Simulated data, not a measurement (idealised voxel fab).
The following is a process module called voxel capacitor over wiring.
Cross-sectional view cut (width: 250 nm; square cell size: 5 nm).
When this document writes out a cross-section, it uses a grid of square cells and lists it as bands, beginning at the top and moving down, with a band standing for one or more rows of cells.
The band entry comprises the height of the band's top followed by the height of its bottom, expressed in nm, and subsequently the band's materials from left to right, each stated together with its width in nm. Where a single material is marked with the word "edge to edge", that material fills the band from edge to edge. The word "air" represents empty space.
We count height from 0. Below that, the starting wafer is all one material. The lowest band never ends at the bottom but goes on down; see "0 and below" for how that is written.
Quick explanation for "30 to 40": the width changes in equal steps down the rows of cells, from the first number in the band's top row to the second number in its bottom row.
It should be understood that the words "nothing was modified", when stated for a given step, signify that the cross-section underwent no change in any of its cells during that step.
In the "Non-vented voids" entry, you get each enclosed empty space of 8 cells or more, one with no open way to the top, written width x height at distance, distance from the left edge, in nm.
That trailing text on a step's line, after the settings, is the simulator's own remark on the step.
Each step line may optionally specify "overlay nm", which for a step with a mask gives the rightward distance between the mask's planned place and where it lay, a negative value indicating the leftward direction.
### Set out below are the planned steps of the process
1,RECEIVE with material Si
2,CONFORMAL_DEP with material SiO2, thk nm 15
3,DIRECTIONAL_DEP with material TiN, thk nm 5
4,DIRECTIONAL_DEP with material W, thk nm 5
5,MASKED_ETCH with tone cover, mask id METAL_1, width nm 25, pitch nm 75, etch materials W, depth nm 15, overlay nm 0
6,MASKED_ETCH with tone cover, mask id METAL_1, width nm 25, pitch nm 75, etch materials TiN, depth nm 5, overlay nm 0
7,FILL_DEP with material lowk, thk nm 10
8,CMP with height nm 35
9,CONFORMAL_DEP with material SiCN, thk nm 5
10,DIRECTIONAL_DEP with material SiO2, thk nm 15
11,DIRECTIONAL_DEP with material aC, thk nm 15
12,PATTERN with tone open, mask id PLUG_1, material resist, width nm 15, thk nm 30, overlay nm 0
13,DIRECTIONAL_ETCH with etch materials aC, depth nm 15
14,STRIP with etch materials resist
15,DIRECTIONAL_ETCH with etch materials SiO2, depth nm 15
16,DIRECTIONAL_ETCH with etch materials SiCN, depth nm 5
17,STRIP with etch materials aC
18,CONFORMAL_DEP with material TiN, thk nm 5
19,FILL_DEP with material Cu, thk nm 10
20,CMP with height nm 55
21,DIRECTIONAL_DEP with material TiN, thk nm 5
22,DIRECTIONAL_DEP with material Al2O3, thk nm 5
23,DIRECTIONAL_DEP with material TiN, thk nm 10
24,DIRECTIONAL_DEP with material aC, thk nm 10
25,PATTERN with tone cover, mask id UPPER_PLATE, material resist, width nm 55, thk nm 30, overlay nm 0
26,DIRECTIONAL_ETCH with etch materials aC, depth nm 10
27,STRIP with etch materials resist
28,DIRECTIONAL_ETCH with etch materials TiN, depth nm 10
29,DIRECTIONAL_ETCH with etch materials Al2O3, depth nm 5
30,STRIP with etch materials aC
31,DIRECTIONAL_DEP with material aC, thk nm 15
32,PATTERN with tone cover, mask id LOWER_PLATE, material resist, width nm 65, thk nm 30, overlay nm 0
33,DIRECTIONAL_ETCH with etch materials aC, depth nm 15
34,STRIP with etch materials resist
35,DIRECTIONAL_ETCH with etch materials TiN, depth nm 5
36,STRIP with etch materials aC
37,FILL_DEP with material SiO2, thk nm 20
38,CMP with height nm 90
39,DIRECTIONAL_DEP with material aC, thk nm 10
40,PATTERN with tone open, mask id PLUG_2, material resist, width nm 15, thk nm 30, overlay nm 0
41,DIRECTIONAL_ETCH with etch materials aC, depth nm 10
42,STRIP with etch materials resist
43,DIRECTIONAL_ETCH with etch materials SiO2, depth nm 15
44,STRIP with etch materials aC
45,CONFORMAL_DEP with material TiN, thk nm 5
46,FILL_DEP with material W, thk nm 5
47,CMP with height nm 90
48,CONFORMAL_DEP with material SiCN, thk nm 5
The wafers in this document start out alike and differ in the thk nm applied at step 4; the plan shows the value used for the first wafer.
### Cross-section of the first of several received wafers, showing its state after step 1
  0 and below | Si edge to edge
  Non-vented voids: none
### Once step 48, the last step, is complete, the module is at its end; this is the cross-section of the first of several wafers
  95 down to 90 | SiCN edge to edge
  90 down to 80 | SiO2=95; TiN=5; W=5; TiN=5; SiO2=140
  80 down to 75 | SiO2=95; TiN=15; SiO2=140
  75 down to 65 | SiO2=85; TiN=55; SiO2=110
  65 down to 60 | SiO2=85; Al2O3=55; SiO2=110
  60 down to 55 | SiO2=80; TiN=65; SiO2=105
  55 down to 40 | SiO2=85; TiN=5; Cu=5; TiN=5; SiO2=150
  40 down to 35 | SiCN=85; TiN=15; SiCN=150
  35 down to 25 | lowk edge to edge
  25 down to 20 | lowk=75; W=25; lowk=50; W=25; lowk=75
  20 down to 15 | lowk=75; TiN=25; lowk=50; TiN=25; lowk=75
  15 down to 0 | SiO2 edge to edge
  0 and below | Si edge to edge
  Non-vented voids: none
### Showing the last wafer in cross-section at the end of the module
  95 down to 90 | SiCN edge to edge
  90 down to 80 | SiO2=95; TiN=5; W=5; TiN=5; SiO2=140
  80 down to 75 | SiO2=95; TiN=15; SiO2=140
  75 down to 65 | SiO2=85; TiN=55; SiO2=110
  65 down to 60 | SiO2=85; Al2O3=55; SiO2=110
  60 down to 55 | SiO2=80; TiN=65; SiO2=105
  55 down to 40 | SiO2=85; TiN=5; Cu=5; TiN=5; SiO2=150
  40 down to 35 | SiCN=85; TiN=15; SiCN=150
  35 down to 20 | W edge to edge
  20 down to 15 | TiN edge to edge
  15 down to 0 | SiO2 edge to edge
  0 and below | Si edge to edge
  Non-vented voids: none
### Where each wafer stands at the end of the module, a row apiece: cells of each material gained (+) or lost (-) since it was received, then closed voids
thk nm 5, +11 Al2O3, +3 Cu, +97 SiCN, +586 SiO2, +61 TiN, +12 W, +180 lowk, Non-vented voids: none
thk nm 10, +11 Al2O3, +3 Cu, +97 SiCN, +586 SiO2, +61 TiN, +22 W, +170 lowk, Non-vented voids: none
thk nm 15, +11 Al2O3, +3 Cu, +97 SiCN, +586 SiO2, +61 TiN, +32 W, +160 lowk, Non-vented voids: none
thk nm 20, +11 Al2O3, +3 Cu, +97 SiCN, +586 SiO2, +101 TiN, +72 W, +80 lowk, Non-vented voids: none
thk nm 25, +11 Al2O3, +3 Cu, +97 SiCN, +586 SiO2, +101 TiN, +112 W, +40 lowk, Non-vented voids: none
thk nm 30, +11 Al2O3, +3 Cu, +97 SiCN, +586 SiO2, +101 TiN, +152 W, Non-vented voids: none
